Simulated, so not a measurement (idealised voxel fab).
Process module in this document: voxel lift off
The figure presents cross-section cut, which has a width of 175 nm and is divided into square cells with an edge length of 5 nm.
Just so we're on the same page, the cross-sections are grids of square cells, and they're listed out in bands top to bottom, each band one or more rows deep.
Band entry format. Leading values: height of top, height of bottom, nm. Remainder: materials in left-to-right order, each with its width in nm. Special words: "full width" on a single material, which then fills the band edge to edge; "air", empty space.
Ref level 0: as-received wafer is one material below here. Bottom band extends down with no lower bound ("0 down").
Graded width ("30..40"): value in top row of band = first number; value in bottom row = second number; row-to-row change constant.
"remains unaltered", as given for a step, is the statement that not any cell of the cross-section underwent a change during that step.
Heads up: "Enclosed void listing" only lists the empty pockets with no open path to the top that are 8 cells or more, and it writes them as width x height at distance, distance from the left edge, in nm.
Text after the settings on a step's line: the simulator's own remark on that step.
overlay nm: for a step with a mask, the amount by which the mask lay right of where it was planned; a negative amount means left of it.

### The planned process steps are enumerated hereunder
1) RECEIVE, material Si
2) CONFORMAL_DEP, material SiN, thk nm 15
3) PATTERN, tone open, mask id LINES, material resist, width nm 15, pitch nm 35, thk nm 25, overlay nm 0
4) DIRECTIONAL_DEP, material Ru, thk nm 10
5) STRIP, etch materials resist
6) CONFORMAL_DEP, material SiCN, thk nm 10

### First of two wafers, with the run carried out as planned

### Incoming wafer in cross-section (state: after step 1)
0 down  Si full width
Enclosed void listing: none

### Cross-section of the wafer subsequent to step 2
15 to 0  SiN full width
Under the height 0 nothing was changed.

### Cross-section of the wafer subsequent to step 3
40 to 15  resist 25, air 15, resist 20, air 15, resist 20, air 15, resist 20, air 15, resist 30
Under the height 15 nothing was changed.

### Cross-section of the wafer subsequent to step 4
50 to 40  Ru 25, air 15, Ru 20, air 15, Ru 20, air 15, Ru 20, air 15, Ru 30
40 to 25  resist 25, air 15, resist 20, air 15, resist 20, air 15, resist 20, air 15, resist 30
25 to 15  resist 25, Ru 15, resist 20, Ru 15, resist 20, Ru 15, resist 20, Ru 15, resist 30
Under the height 15 nothing was changed.

### Cross-section of the wafer subsequent to step 5
25 to 15  air 25, Ru 15, air 20, Ru 15, air 20, Ru 15, air 20, Ru 15, air 30
Under the height 15 nothing was changed.

### Cross-section of the wafer subsequent to step 6
35 to 25  air 15, SiCN 140, air 20
25 to 15  SiCN 25, Ru 15, SiCN 20, Ru 15, SiCN 20, Ru 15, SiCN 20, Ru 15, SiCN 30
Under the height 15 nothing was changed.

### Companion wafer, the second of two: same beginning, same intended sequence, one mistake in carrying it out; through step 1 inclusive it tracks the first exactly

### when step 2 should have ended
25 to 0  SiN full width
Under the height 0 nothing was changed.

### when step 3 should have ended
50 to 25  resist 25, air 15, resist 20, air 15, resist 20, air 15, resist 20, air 15, resist 30
Under the height 25 nothing was changed.

### when step 4 should have ended
60 to 50  Ru 25, air 15, Ru 20, air 15, Ru 20, air 15, Ru 20, air 15, Ru 30
50 to 35  resist 25, air 15, resist 20, air 15, resist 20, air 15, resist 20, air 15, resist 30
35 to 25  resist 25, Ru 15, resist 20, Ru 15, resist 20, Ru 15, resist 20, Ru 15, resist 30
Under the height 25 nothing was changed.

### when step 5 should have ended
35 to 25  air 25, Ru 15, air 20, Ru 15, air 20, Ru 15, air 20, Ru 15, air 30
Under the height 25 nothing was changed.

### when step 6 should have ended
45 to 35  air 15, SiCN 140, air 20
35 to 25  SiCN 25, Ru 15, SiCN 20, Ru 15, SiCN 20, Ru 15, SiCN 20, Ru 15, SiCN 30
Under the height 25 nothing was changed.
Processing error: rather than as planned, step 2 actually ran as CONFORMAL_DEP, material SiN, thk nm 25
Per the end-of-run cell counts, the second wafer holds more or fewer of some materials than the first: SiN +70
